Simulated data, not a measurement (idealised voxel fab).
Module name: voxel wiring stack (process module)
Shown is cross-section cut, with a width of 225 nm and square cells of size 5 nm.
In this document a cross-section is written as a grid of square cells. It is given as a series of bands, listed from the top down, and a band is one or more rows of cells.
Read a band's entry like this: the first values are the height of its top and the height of its bottom in nm, and what follows is the sequence of materials from left to right, each with its width in nm. Note that "empty" is empty space, and that a single material marked "full width" reaches across the band from edge to edge.
A quick word on heights: they are counted from 0, and under that level the wafer as it came to us is one material throughout. The lowest band is different from the rest in having no bottom; it simply continues downward, written as in "z 0 and below".
A two-number width, for instance "30..40", indicates that the width is equal to the first number in the top row of the band and to the second number in the bottom row, and that it changes by a constant amount per row of cells.
"no change occurred" means the step left every cell of the cross-section as it was.
What "Closed void inventory" gives you is every empty space of 8 cells or more that is cut off from the top. Each appears as width x height at distance, with the distance taken from the left edge and width, height and distance all in nm.
On each step's line, the part that comes after the settings is the simulator's own comment on the step.
A step's line can hold "overlay nm"; with a mask on that step, the setting says how far right of the planned place the mask lay, while a negative setting says it lay to the left.
**These are the steps we planned for the process**
1. RECEIVE, material Si
2. CONFORMAL_DEP, material SiO2, thk nm 15
3. CONFORMAL_DEP, material SiCN, thk nm 5
4. DIRECTIONAL_DEP, material lowk, thk nm 20
5. DIRECTIONAL_DEP, material aC, thk nm 10
6. PATTERN, tone open, mask id METAL_1, material resist, width nm 20, pitch nm 35, thk nm 30, overlay nm 0
7. DIRECTIONAL_ETCH, etch materials aC, depth nm 10
8. STRIP, etch materials resist
9. DIRECTIONAL_ETCH, etch materials lowk, depth nm 20
10. DIRECTIONAL_ETCH, etch materials SiCN, depth nm 5
11. STRIP, etch materials aC
12. CONFORMAL_DEP, material TiN, thk nm 5
13. FILL_DEP, material Cu, thk nm 10
14. CMP, height nm 40
15. CONFORMAL_DEP, material SiCN, thk nm 5
16. DIRECTIONAL_DEP, material lowk, thk nm 30
17. PATTERN, tone open, mask id METAL_2, material resist, width nm 20, pitch nm 35, thk nm 20, overlay nm 0
18. DIRECTIONAL_ETCH, etch materials lowk, depth nm 15
19. STRIP, etch materials resist
20. PATTERN, tone open, mask id METAL_2_HOLES, material resist, width nm 15, pitch nm 35, thk nm 15, overlay nm 0
21. DIRECTIONAL_ETCH, etch materials lowk, depth nm 15
22. DIRECTIONAL_ETCH, etch materials SiCN, depth nm 5
23. STRIP, etch materials resist
24. CONFORMAL_DEP, material TiN, thk nm 5
25. FILL_DEP, material Ru, thk nm 10
26. CMP, height nm 75
27. CONFORMAL_DEP, material SiCN, thk nm 5
28. DIRECTIONAL_DEP, material lowk, thk nm 25
29. MASKED_ETCH, tone open, mask id METAL_3, width nm 20, pitch nm 35, etch materials lowk, depth nm 15, overlay nm 0
30. PATTERN, tone open, mask id METAL_3_HOLES, material resist, width nm 15, pitch nm 70, thk nm 15, overlay nm 0
31. DIRECTIONAL_ETCH, etch materials lowk, depth nm 10
32. DIRECTIONAL_ETCH, etch materials SiCN, depth nm 5
33. STRIP, etch materials resist
34. CONFORMAL_DEP, material TiN, thk nm 5
35. FILL_DEP, material Ru, thk nm 10
36. CMP, height nm 105
37. CONFORMAL_DEP, material SiCN, thk nm 5
The wafers are alike at the start. At step 12, their thk nm differs. The plan lists the first wafer's value.
**As-received state after step 1, first of several wafers, cross-section**
	z 0 and below  Si full width
	Closed void inventory: none
**wafer rows; end of module; cells per material since receipt: (+) gained, (-) lost; then closed voids**
thk nm 5, +24 Cu, +42 Ru, +153 SiCN, +135 SiO2, +120 TiN, +516 lowk, Closed void inventory: none
thk nm 10, +42 Ru, +153 SiCN, +135 SiO2, +144 TiN, +516 lowk, Closed void inventory: none
thk nm 15, +42 Ru, +153 SiCN, +135 SiO2, +144 TiN, +516 lowk, Closed void inventory: none
thk nm 20, +42 Ru, +153 SiCN, +135 SiO2, +144 TiN, +516 lowk, Closed void inventory: none
